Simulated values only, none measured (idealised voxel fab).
This section sets out a process module, namely voxel transistor to metal.
Pictured: cross-section cut, 150 nm wide, on a grid of 5 nm square cells.
Throughout this document, each cross-section is represented as a grid of square cells and is presented as a sequence of bands enumerated from the top downward, where a band comprises one or more rows of cells.
A band entry consists of two parts. The first gives the height of the band's top and the height of its bottom, in nm. The rest lists the band's materials from left to right, each with its width in nm. A single material labelled with the word "full width" fills the band from edge to edge, and the word "empty" marks empty space.
Counting heights begins at 0, where everything beneath is, in the wafer as received, one material. The lowest band has no bottom; it goes on downwards, as "0 -> down" shows.
Read "30..40" as a graded width: first number on top, second number at the bottom, same change between each pair of neighbouring rows.
Where the words "identical to before" appear for a step, the cross-section shows no cell changed by that step; every cell remained as before.
Each empty space that has no open way to the top and spans at least 8 cells appears under "Sealed internal voids" as width x height at distance, the distance counted from the left edge, all in nm.
What comes after the settings on a step's line is commentary from the simulator itself on that step.
You can add "overlay nm" to a step's line. For a step with a mask, it describes how far the mask lay to the right of its planned position, and a negative number describes a lay to the left.

[Below is the list of planned process steps]
1. RECEIVE: material Si
2. OXIDIZE: depth nm 5
3. CONFORMAL_DEP: material SiN, thk nm 15
4. DIRECTIONAL_DEP: material aC, thk nm 10
5. PATTERN: tone cover, mask id ACTIVE, material resist, width nm 105, thk nm 25, overlay nm 0
6. DIRECTIONAL_ETCH: etch materials aC, depth nm 10
7. STRIP: etch materials resist
8. DIRECTIONAL_ETCH: etch materials SiN, depth nm 15
9. DIRECTIONAL_ETCH: etch materials SiO2, depth nm 5
10. DIRECTIONAL_ETCH: etch materials Si, depth nm 30
11. STRIP: etch materials aC
12. FILL_DEP: material SiO2, thk nm 10
13. CMP: height nm 15
14. SELECTIVE_ETCH: etch materials SiO2, depth nm 15
15. STRIP: etch materials SiN
16. SELECTIVE_ETCH: etch materials SiO2, depth nm 5
17. OXIDIZE: depth nm 5
18. DIRECTIONAL_DEP: material polySi, thk nm 30
19. DIRECTIONAL_DEP: material SiCN, thk nm 15
20. DIRECTIONAL_DEP: material aC, thk nm 10
21. PATTERN: tone cover, mask id GATE, material resist, width nm 25, thk nm 25, overlay nm 0
22. DIRECTIONAL_ETCH: etch materials aC, depth nm 10
23. STRIP: etch materials resist
24. DIRECTIONAL_ETCH: etch materials SiCN, depth nm 25
25. DIRECTIONAL_ETCH: etch materials polySi, depth nm 40
26. STRIP: etch materials aC
27. CONFORMAL_DEP: material SiN, thk nm 10
28. DIRECTIONAL_ETCH: etch materials SiN, depth nm 10
29. DIRECTIONAL_ETCH: etch materials SiO2, depth nm 5
30. DIRECTIONAL_ETCH: etch materials Si, depth nm 10
31. EPI: material pSi, thk nm 10
32. FILL_DEP: material SiO2, thk nm 5
33. CMP: height nm 25
34. STRIP: etch materials polySi
35. SELECTIVE_ETCH: etch materials SiO2, depth nm 5
36. CONFORMAL_DEP: material HfO2, thk nm 5
37. CONFORMAL_DEP: material TiN, thk nm 5
38. FILL_DEP: material W, thk nm 5
39. CMP: height nm 20
40. DIRECTIONAL_DEP: material SiO2, thk nm 15
41. MASKED_ETCH: tone open, mask id CONTACT, width nm 20, pitch nm 75, etch materials SiO2, depth nm 45, overlay nm 0
42. CONFORMAL_DEP: material TiN, thk nm 5
43. FILL_DEP: material W, thk nm 5
44. CMP: height nm 35
45. DIRECTIONAL_DEP: material TiN, thk nm 5
46. DIRECTIONAL_DEP: material W, thk nm 20
47. MASKED_ETCH: tone cover, mask id METAL_1, width nm 20, pitch nm 75, etch materials W, depth nm 20, overlay nm 0
48. MASKED_ETCH: tone cover, mask id METAL_1, width nm 20, pitch nm 75, etch materials TiN, depth nm 5, overlay nm 0
49. CONFORMAL_DEP: material SiCN, thk nm 5
50. FILL_DEP: material SiO2, thk nm 5
51. CMP: height nm 60
52. CONFORMAL_DEP: material SiCN, thk nm 5

[So, the first of our two wafers, run just as we planned it]

[Wafer as received: cross-section following step 1]
* 0 -> down | Si full width
* Sealed internal voids: none

[Sectional view: wafer, after step 2]
* 0 -> -5 | SiO2 full width
* Below a height of -5, the structure has not been altered.

[Sectional view: wafer, after step 3]
* 15 -> 0 | SiN full width
* Below a height of 0, the structure has not been altered.

[Sectional view: wafer, after step 4]
* 25 -> 15 | aC full width
* Below a height of 15, the structure has not been altered.

[Sectional view: wafer, after step 5]
* 50 -> 25 | empty 20 nm / resist 105 nm / empty 25 nm
* Below a height of 25, the structure has not been altered.

[Sectional view: wafer, after step 6]
* 40 -> 25 | empty 20 nm / resist 105 nm / empty 25 nm
* 25 -> 15 | empty 20 nm / aC 105 nm / empty 25 nm
* Below a height of 15, the structure has not been altered.

[Sectional view: wafer, after step 7]
* 25 -> 15 | empty 20 nm / aC 105 nm / empty 25 nm
* Below a height of 15, the structure has not been altered.

[Sectional view: wafer, after step 8]
* 25 -> 15 | empty 20 nm / aC 105 nm / empty 25 nm
* 15 -> 0 | empty 20 nm / SiN 105 nm / empty 25 nm
* Below a height of 0, the structure has not been altered.

[Sectional view: wafer, after step 9]
* 25 -> 15 | empty 20 nm / aC 105 nm / empty 25 nm
* 15 -> 0 | empty 20 nm / SiN 105 nm / empty 25 nm
* 0 -> -5 | empty 20 nm / SiO2 105 nm / empty 25 nm
* Below a height of -5, the structure has not been altered.

[Sectional view: wafer, after step 10]
* 25 -> 15 | empty 20 nm / aC 105 nm / empty 25 nm
* 15 -> 0 | empty 20 nm / SiN 105 nm / empty 25 nm
* 0 -> -5 | empty 20 nm / SiO2 105 nm / empty 25 nm
* -5 -> -35 | empty 20 nm / Si 105 nm / empty 25 nm
* Below a height of -35, the structure has not been altered.

[Sectional view: wafer, after step 11]
* 15 -> 0 | empty 20 nm / SiN 105 nm / empty 25 nm
* Below a height of 0, the structure has not been altered.

[Sectional view: wafer, after step 12]
* 25 -> 15 | SiO2 full width
* 15 -> 0 | SiO2 20 nm / SiN 105 nm / SiO2 25 nm
* 0 -> -5 | SiO2 full width
* -5 -> -35 | SiO2 20 nm / Si 105 nm / SiO2 25 nm
* Below a height of -35, the structure has not been altered.

[Sectional view: wafer, after step 13]
* 15 -> 0 | SiO2 20 nm / SiN 105 nm / SiO2 25 nm
* Below a height of 0, the structure has not been altered.

[Sectional view: wafer, after step 14]
* 15 -> 0 | empty 20 nm / SiN 105 nm / empty 25 nm
* Below a height of 0, the structure has not been altered.

[Sectional view: wafer, after step 15]
* 0 -> -5 | SiO2 full width
* Below a height of -5, the structure has not been altered.

[Sectional view: wafer, after step 16]
* -5 -> -35 | SiO2 20 nm / Si 105 nm / SiO2 25 nm
* Below a height of -35, the structure has not been altered.

[Sectional view: wafer, after step 17]
* -5 -> -10 | SiO2 full width
* Below a height of -10, the structure has not been altered.

[Sectional view: wafer, after step 18]
* 25 -> -5 | polySi full width
* Below a height of -5, the structure has not been altered.

[Sectional view: wafer, after step 19]
* 40 -> 25 | SiCN full width
* Below a height of 25, the structure has not been altered.

[Sectional view: wafer, after step 20]
* 50 -> 40 | aC full width
* Below a height of 40, the structure has not been altered.

[Sectional view: wafer, after step 21]
* 75 -> 50 | empty 60 nm / resist 25 nm / empty 65 nm
* Below a height of 50, the structure has not been altered.

[Sectional view: wafer, after step 22]
* 65 -> 50 | empty 60 nm / resist 25 nm / empty 65 nm
* 50 -> 40 | empty 60 nm / aC 25 nm / empty 65 nm
* Below a height of 40, the structure has not been altered.

[Sectional view: wafer, after step 23]
* 50 -> 40 | empty 60 nm / aC 25 nm / empty 65 nm
* Below a height of 40, the structure has not been altered.

[Sectional view: wafer, after step 24]
* 50 -> 40 | empty 60 nm / aC 25 nm / empty 65 nm
* 40 -> 25 | empty 60 nm / SiCN 25 nm / empty 65 nm
* Below a height of 25, the structure has not been altered.

[Sectional view: wafer, after step 25]
* 50 -> 40 | empty 60 nm / aC 25 nm / empty 65 nm
* 40 -> 25 | empty 60 nm / SiCN 25 nm / empty 65 nm
* 25 -> -5 | empty 60 nm / polySi 25 nm / empty 65 nm
* Below a height of -5, the structure has not been altered.

[Sectional view: wafer, after step 26]
* 40 -> 25 | empty 60 nm / SiCN 25 nm / empty 65 nm
* Below a height of 25, the structure has not been altered.

[Sectional view: wafer, after step 27]
* 50 -> 40 | empty 50 nm / SiN 45 nm / empty 55 nm
* 40 -> 25 | empty 50 nm / SiN 10 nm / SiCN 25 nm / SiN 10 nm / empty 55 nm
* 25 -> 5 | empty 50 nm / SiN 10 nm / polySi 25 nm / SiN 10 nm / empty 55 nm
* 5 -> -5 | SiN 60 nm / polySi 25 nm / SiN 65 nm
* Below a height of -5, the structure has not been altered.

[Sectional view: wafer, after step 28]
* 40 -> 25 | empty 50 nm / SiN 10 nm / SiCN 25 nm / SiN 10 nm / empty 55 nm
* 25 -> -5 | empty 50 nm / SiN 10 nm / polySi 25 nm / SiN 10 nm / empty 55 nm
* Below a height of -5, the structure has not been altered.

[Sectional view: wafer, after step 29]
* 40 -> 25 | empty 50 nm / SiN 10 nm / SiCN 25 nm / SiN 10 nm / empty 55 nm
* 25 -> -5 | empty 50 nm / SiN 10 nm / polySi 25 nm / SiN 10 nm / empty 55 nm
* -5 -> -10 | empty 50 nm / SiO2 45 nm / empty 55 nm
* Below a height of -10, the structure has not been altered.

[Sectional view: wafer, after step 30]
* 40 -> 25 | empty 50 nm / SiN 10 nm / SiCN 25 nm / SiN 10 nm / empty 55 nm
* 25 -> -5 | empty 50 nm / SiN 10 nm / polySi 25 nm / SiN 10 nm / empty 55 nm
* -5 -> -10 | empty 50 nm / SiO2 45 nm / empty 55 nm
* -10 -> -20 | SiO2 20 nm / empty 30 nm / Si 45 nm / empty 30 nm / SiO2 25 nm
* Below a height of -20, the structure has not been altered.

[Sectional view: wafer, after step 31]
* 40 -> 25 | empty 50 nm / SiN 10 nm / SiCN 25 nm / SiN 10 nm / empty 55 nm
* 25 -> 0 | empty 50 nm / SiN 10 nm / polySi 25 nm / SiN 10 nm / empty 55 nm
* 0 -> -5 | empty 40 nm / pSi 10 nm / SiN 10 nm / polySi 25 nm / SiN 10 nm / pSi 10 nm / empty 45 nm
* -5 -> -10 | empty 40 nm / pSi 10 nm / SiO2 45 nm / pSi 10 nm / empty 45 nm
* -10 -> -20 | SiO2 20 nm / pSi 30 nm / Si 45 nm / pSi 30 nm / SiO2 25 nm
* Below a height of -20, the structure has not been altered.

[Sectional view: wafer, after step 32]
* 45 -> 40 | SiO2 full width
* 40 -> 25 | SiO2 50 nm / SiN 10 nm / SiCN 25 nm / SiN 10 nm / SiO2 55 nm
* 25 -> 0 | SiO2 50 nm / SiN 10 nm / polySi 25 nm / SiN 10 nm / SiO2 55 nm
* 0 -> -5 | SiO2 40 nm / pSi 10 nm / SiN 10 nm / polySi 25 nm / SiN 10 nm / pSi 10 nm / SiO2 45 nm
* -5 -> -10 | SiO2 40 nm / pSi 10 nm / SiO2 45 nm / pSi 10 nm / SiO2 45 nm
* Below a height of -10, the structure has not been altered.

[Sectional view: wafer, after step 33]
* 25 -> 0 | SiO2 50 nm / SiN 10 nm / polySi 25 nm / SiN 10 nm / SiO2 55 nm
* Below a height of 0, the structure has not been altered.

[Sectional view: wafer, after step 34]
* 25 -> 0 | SiO2 50 nm / SiN 10 nm / empty 25 nm / SiN 10 nm / SiO2 55 nm
* 0 -> -5 | SiO2 40 nm / pSi 10 nm / SiN 10 nm / empty 25 nm / SiN 10 nm / pSi 10 nm / SiO2 45 nm
* Below a height of -5, the structure has not been altered.

[Sectional view: wafer, after step 35]
* 25 -> 20 | empty 50 nm / SiN 10 nm / empty 25 nm / SiN 10 nm / empty 55 nm
* 20 -> 0 | SiO2 50 nm / SiN 10 nm / empty 25 nm / SiN 10 nm / SiO2 55 nm
* 0 -> -5 | SiO2 40 nm / pSi 10 nm / SiN 10 nm / empty 25 nm / SiN 10 nm / pSi 10 nm / SiO2 45 nm
* -5 -> -10 | SiO2 40 nm / pSi 10 nm / SiO2 5 nm / empty 35 nm / SiO2 5 nm / pSi 10 nm / SiO2 45 nm
* Below a height of -10, the structure has not been altered.

[Sectional view: wafer, after step 36]
* 30 -> 25 | empty 45 nm / HfO2 20 nm / empty 15 nm / HfO2 20 nm / empty 50 nm
* 25 -> 20 | HfO2 50 nm / SiN 10 nm / HfO2 5 nm / empty 15 nm / HfO2 5 nm / SiN 10 nm / HfO2 55 nm
* 20 -> 0 | SiO2 50 nm / SiN 10 nm / HfO2 5 nm / empty 15 nm / HfO2 5 nm / SiN 10 nm / SiO2 55 nm
* 0 -> -5 | SiO2 40 nm / pSi 10 nm / SiN 10 nm / HfO2 5 nm / empty 15 nm / HfO2 5 nm / SiN 10 nm / pSi 10 nm / SiO2 45 nm
* -5 -> -10 | SiO2 40 nm / pSi 10 nm / SiO2 5 nm / HfO2 35 nm / SiO2 5 nm / pSi 10 nm / SiO2 45 nm
* Below a height of -10, the structure has not been altered.

[Sectional view: wafer, after step 37]
* 35 -> 30 | empty 40 nm / TiN 30 nm / empty 5 nm / TiN 30 nm / empty 45 nm
* 30 -> 25 | TiN 45 nm / HfO2 20 nm / TiN 5 nm / empty 5 nm / TiN 5 nm / HfO2 20 nm / TiN 50 nm
* 25 -> 20 | HfO2 50 nm / SiN 10 nm / HfO2 5 nm / TiN 5 nm / empty 5 nm / TiN 5 nm / HfO2 5 nm / SiN 10 nm / HfO2 55 nm
* 20 -> 0 | SiO2 50 nm / SiN 10 nm / HfO2 5 nm / TiN 5 nm / empty 5 nm / TiN 5 nm / HfO2 5 nm / SiN 10 nm / SiO2 55 nm
* 0 -> -5 | SiO2 40 nm / pSi 10 nm / SiN 10 nm / HfO2 5 nm / TiN 15 nm / HfO2 5 nm / SiN 10 nm / pSi 10 nm / SiO2 45 nm
* Below a height of -5, the structure has not been altered.

[Sectional view: wafer, after step 38]
* 40 -> 35 | W full width
* 35 -> 30 | W 40 nm / TiN 30 nm / W 5 nm / TiN 30 nm / W 45 nm
* 30 -> 25 | TiN 45 nm / HfO2 20 nm / TiN 5 nm / W 5 nm / TiN 5 nm / HfO2 20 nm / TiN 50 nm
* 25 -> 20 | HfO2 50 nm / SiN 10 nm / HfO2 5 nm / TiN 5 nm / W 5 nm / TiN 5 nm / HfO2 5 nm / SiN 10 nm / HfO2 55 nm
* 20 -> 0 | SiO2 50 nm / SiN 10 nm / HfO2 5 nm / TiN 5 nm / W 5 nm / TiN 5 nm / HfO2 5 nm / SiN 10 nm / SiO2 55 nm
* Below a height of 0, the structure has not been altered.

[Sectional view: wafer, after step 39]
* 20 -> 0 | SiO2 50 nm / SiN 10 nm / HfO2 5 nm / TiN 5 nm / W 5 nm / TiN 5 nm / HfO2 5 nm / SiN 10 nm / SiO2 55 nm
* Below a height of 0, the structure has not been altered.

[Sectional view: wafer, after step 40]
* 35 -> 20 | SiO2 full width
* Below a height of 20, the structure has not been altered.

[Sectional view: wafer, after step 41]
* 35 -> 20 | SiO2 25 nm / empty 20 nm / SiO2 55 nm / empty 20 nm / SiO2 30 nm
* 20 -> 0 | SiO2 25 nm / empty 20 nm / SiO2 5 nm / SiN 10 nm / HfO2 5 nm / TiN 5 nm / W 5 nm / TiN 5 nm / HfO2 5 nm / SiN 10 nm / SiO2 5 nm / empty 20 nm / SiO2 30 nm
* 0 -> -5 | SiO2 25 nm / empty 15 nm / pSi 10 nm / SiN 10 nm / HfO2 5 nm / TiN 15 nm / HfO2 5 nm / SiN 10 nm / pSi 10 nm / empty 15 nm / SiO2 30 nm
* -5 -> -10 | SiO2 25 nm / empty 15 nm / pSi 10 nm / SiO2 5 nm / HfO2 35 nm / SiO2 5 nm / pSi 10 nm / empty 15 nm / SiO2 30 nm
* Below a height of -10, the structure has not been altered.

[Sectional view: wafer, after step 42]
* 40 -> 35 | TiN 30 nm / empty 10 nm / TiN 65 nm / empty 10 nm / TiN 35 nm
* 35 -> 20 | SiO2 25 nm / TiN 5 nm / empty 10 nm / TiN 5 nm / SiO2 55 nm / TiN 5 nm / empty 10 nm / TiN 5 nm / SiO2 30 nm
* 20 -> 5 | SiO2 25 nm / TiN 5 nm / empty 10 nm / TiN 5 nm / SiO2 5 nm / SiN 10 nm / HfO2 5 nm / TiN 5 nm / W 5 nm / TiN 5 nm / HfO2 5 nm / SiN 10 nm / SiO2 5 nm / TiN 5 nm / empty 10 nm / TiN 5 nm / SiO2 30 nm
* 5 -> 0 | SiO2 25 nm / TiN 5 nm / empty 5 nm / TiN 10 nm / SiO2 5 nm / SiN 10 nm / HfO2 5 nm / TiN 5 nm / W 5 nm / TiN 5 nm / HfO2 5 nm / SiN 10 nm / SiO2 5 nm / TiN 10 nm / empty 5 nm / TiN 5 nm / SiO2 30 nm
* 0 -> -5 | SiO2 25 nm / TiN 5 nm / empty 5 nm / TiN 5 nm / pSi 10 nm / SiN 10 nm / HfO2 5 nm / TiN 15 nm / HfO2 5 nm / SiN 10 nm / pSi 10 nm / TiN 5 nm / empty 5 nm / TiN 5 nm / SiO2 30 nm
* -5 -> -10 | SiO2 25 nm / TiN 15 nm / pSi 10 nm / SiO2 5 nm / HfO2 35 nm / SiO2 5 nm / pSi 10 nm / TiN 15 nm / SiO2 30 nm
* Below a height of -10, the structure has not been altered.

[Sectional view: wafer, after step 43]
* 45 -> 40 | W full width
* 40 -> 35 | TiN 30 nm / W 10 nm / TiN 65 nm / W 10 nm / TiN 35 nm
* 35 -> 20 | SiO2 25 nm / TiN 5 nm / W 10 nm / TiN 5 nm / SiO2 55 nm / TiN 5 nm / W 10 nm / TiN 5 nm / SiO2 30 nm
* 20 -> 5 | SiO2 25 nm / TiN 5 nm / W 10 nm / TiN 5 nm / SiO2 5 nm / SiN 10 nm / HfO2 5 nm / TiN 5 nm / W 5 nm / TiN 5 nm / HfO2 5 nm / SiN 10 nm / SiO2 5 nm / TiN 5 nm / W 10 nm / TiN 5 nm / SiO2 30 nm
* 5 -> 0 | SiO2 25 nm / TiN 5 nm / W 5 nm / TiN 10 nm / SiO2 5 nm / SiN 10 nm / HfO2 5 nm / TiN 5 nm / W 5 nm / TiN 5 nm / HfO2 5 nm / SiN 10 nm / SiO2 5 nm / TiN 10 nm / W 5 nm / TiN 5 nm / SiO2 30 nm
* 0 -> -5 | SiO2 25 nm / TiN 5 nm / W 5 nm / TiN 5 nm / pSi 10 nm / SiN 10 nm / HfO2 5 nm / TiN 15 nm / HfO2 5 nm / SiN 10 nm / pSi 10 nm / TiN 5 nm / W 5 nm / TiN 5 nm / SiO2 30 nm
* Below a height of -5, the structure has not been altered.

[Sectional view: wafer, after step 44]
* 35 -> 20 | SiO2 25 nm / TiN 5 nm / W 10 nm / TiN 5 nm / SiO2 55 nm / TiN 5 nm / W 10 nm / TiN 5 nm / SiO2 30 nm
* Below a height of 20, the structure has not been altered.

[Sectional view: wafer, after step 45]
* 40 -> 35 | TiN full width
* Below a height of 35, the structure has not been altered.

[Sectional view: wafer, after step 46]
* 60 -> 40 | W full width
* Below a height of 40, the structure has not been altered.

[Sectional view: wafer, after step 47]
* 60 -> 40 | empty 25 nm / W 20 nm / empty 55 nm / W 20 nm / empty 30 nm
* Below a height of 40, the structure has not been altered.

[Sectional view: wafer, after step 48]
* 60 -> 40 | empty 25 nm / W 20 nm / empty 55 nm / W 20 nm / empty 30 nm
* 40 -> 35 | empty 25 nm / TiN 20 nm / empty 55 nm / TiN 20 nm / empty 30 nm
* Below a height of 35, the structure has not been altered.

[Sectional view: wafer, after step 49]
* 65 -> 60 | empty 20 nm / SiCN 30 nm / empty 45 nm / SiCN 30 nm / empty 25 nm
* 60 -> 40 | empty 20 nm / SiCN 5 nm / W 20 nm / SiCN 5 nm / empty 45 nm / SiCN 5 nm / W 20 nm / SiCN 5 nm / empty 25 nm
* 40 -> 35 | SiCN 25 nm / TiN 20 nm / SiCN 55 nm / TiN 20 nm / SiCN 30 nm
* Below a height of 35, the structure has not been altered.

[Sectional view: wafer, after step 50]
* 70 -> 65 | SiO2 full width
* 65 -> 60 | SiO2 20 nm / SiCN 30 nm / SiO2 45 nm / SiCN 30 nm / SiO2 25 nm
* 60 -> 40 | SiO2 20 nm / SiCN 5 nm / W 20 nm / SiCN 5 nm / SiO2 45 nm / SiCN 5 nm / W 20 nm / SiCN 5 nm / SiO2 25 nm
* Below a height of 40, the structure has not been altered.

[Sectional view: wafer, after step 51]
* 60 -> 40 | SiO2 20 nm / SiCN 5 nm / W 20 nm / SiCN 5 nm / SiO2 45 nm / SiCN 5 nm / W 20 nm / SiCN 5 nm / SiO2 25 nm
* Below a height of 40, the structure has not been altered.

[Sectional view: wafer, after step 52]
* 65 -> 60 | SiCN full width
* Below a height of 60, the structure has not been altered.

[For the second wafer, take the first wafer's start and plan, then add one mistake made in running it; everything through step 44, that step included, is shared with the first]

[The second wafer cut through, at the time step 45 was supposed to be finished]
* 55 -> 35 | W full width
* Below a height of 35, the structure has not been altered.

[The second wafer cut through, at the time step 46 was supposed to be finished]
* 60 -> 55 | TiN full width
* Below a height of 55, the structure has not been altered.

The second wafer cut through, at the time step 47 was supposed to be finished: identical to before

[The second wafer cut through, at the time step 48 was supposed to be finished]
* 60 -> 55 | empty 25 nm / TiN 20 nm / empty 55 nm / TiN 20 nm / empty 30 nm
* Below a height of 55, the structure has not been altered.

[The second wafer cut through, at the time step 49 was supposed to be finished]
* 65 -> 60 | empty 20 nm / SiCN 30 nm / empty 45 nm / SiCN 30 nm / empty 25 nm
* 60 -> 55 | SiCN 25 nm / TiN 20 nm / SiCN 55 nm / TiN 20 nm / SiCN 30 nm
* Below a height of 55, the structure has not been altered.

[The second wafer cut through, at the time step 50 was supposed to be finished]
* 70 -> 65 | SiO2 full width
* 65 -> 60 | SiO2 20 nm / SiCN 30 nm / SiO2 45 nm / SiCN 30 nm / SiO2 25 nm
* Below a height of 60, the structure has not been altered.

[The second wafer cut through, at the time step 51 was supposed to be finished]
* 60 -> 55 | SiCN 25 nm / TiN 20 nm / SiCN 55 nm / TiN 20 nm / SiCN 30 nm
* Below a height of 55, the structure has not been altered.

[The second wafer cut through, at the time step 52 was supposed to be finished]
* 65 -> 60 | SiCN full width
* Below a height of 60, the structure has not been altered.
What was done differently from what was planned? the executed order of steps 45 and 46 is the reverse of that specified in the plan, each step having taken the other's position
The final cell counts differ between the wafers, with the second having more or fewer of some materials than the first: -16 SiCN; -72 SiO2; +88 W
